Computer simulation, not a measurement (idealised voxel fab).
The process module that follows is named voxel plated lines.
Xsec cut, 260 nm wide, square cell size 5 nm.
A cross-section is a grid of square cells, given in bands from the top down. A band is one or more rows of cells. For a band, the entry starts with two heights in nm, that of the top and then that of the bottom, and carries on with the band's materials in order from left to right, each alongside its width in nm; the word "everywhere" beside a single material means it fills the band edge to edge, and "air" means empty space. Height reference: 0 = level under which incoming wafer is all one material. Lowest band: no bottom, runs on downward, e.g. "0 -> down". A width such as "30->40" changes by the same amount from each row of cells to the next, from the band's top row to its bottom row. "identical to before", as given for a step, is the statement that not any cell of the cross-section underwent a change during that step. Reported under the label "Closed internal voids" are the empty spaces having no open way to the top and comprising 8 cells or more; the notation for each is width x height at distance, in which the distance is measured from the left edge and all three values are in nm. On a step's line, text after the settings is the simulator commenting on that step. overlay nm: step with mask; distance mask lay right of planned place; negative value = left of planned place.
Steps planned for the process
step 1: RECEIVE, material Si
step 2: CONFORMAL_DEP, material SiO2, thk nm 15
step 3: DIRECTIONAL_DEP, material TiN, thk nm 5
step 4: PATTERN, tone open, mask id LINES, material resist, width nm 15, pitch nm 45, thk nm 25, overlay nm 0
step 5: EPI, material Ru, thk nm 10
step 6: EPI, material Ru, thk nm 5
step 7: STRIP, etch materials resist
step 8: DIRECTIONAL_ETCH, etch materials TiN, depth nm 5
step 9: CONFORMAL_DEP, material SiCN, thk nm 10
Split variable: width nm, step 4. Plan value = first wafer. Wafers start alike.
The first of several wafers as received, shown in cross-section; this is its state after step 1
* 0 -> down  Si everywhere
* Closed internal voids: none
Depicted here is the first of several wafers in cross-section, at module completion following the last step, step 9
* 45 -> 35  90 nm air / 35 nm SiCN / 10 nm air / 35 nm SiCN / 90 nm air
* 35 -> 25  90 nm air / 10 nm SiCN / 15 nm Ru / 10 nm SiCN / 10 nm air / 10 nm SiCN / 15 nm Ru / 10 nm SiCN / 90 nm air
* 25 -> 20  100 nm SiCN / 15 nm Ru / 30 nm SiCN / 15 nm Ru / 100 nm SiCN
* 20 -> 15  100 nm SiCN / 15 nm TiN / 30 nm SiCN / 15 nm TiN / 100 nm SiCN
* 15 -> 0  SiO2 everywhere
* 0 -> down  Si everywhere
* Closed internal voids: none
So this is the cross-section on the last wafer at the end of the module
* 45 -> 35  80 nm air / 95 nm SiCN / 85 nm air
* 35 -> 25  80 nm air / 10 nm SiCN / 30 nm Ru / 15 nm SiCN / 30 nm Ru / 10 nm SiCN / 85 nm air
* 25 -> 20  90 nm SiCN / 30 nm Ru / 15 nm SiCN / 30 nm Ru / 95 nm SiCN
* 20 -> 15  90 nm SiCN / 30 nm TiN / 15 nm SiCN / 30 nm TiN / 95 nm SiCN
* 15 -> 0  SiO2 everywhere
* 0 -> down  Si everywhere
* Closed internal voids: none
The following table contains a row per wafer, in which are reported, at the conclusion of the module, the cells of each material gained (+) or lost (-) since the wafer's receipt, with its closed voids given thereafter
width nm 15 | +18 Ru | +136 SiCN | +156 SiO2 | +6 TiN | Closed internal voids: none
width nm 20 | +24 Ru | +136 SiCN | +156 SiO2 | +8 TiN | Closed internal voids: none
width nm 25 | +30 Ru | +136 SiCN | +156 SiO2 | +10 TiN | Closed internal voids: none
width nm 30 | +36 Ru | +132 SiCN | +156 SiO2 | +12 TiN | Closed internal voids: none
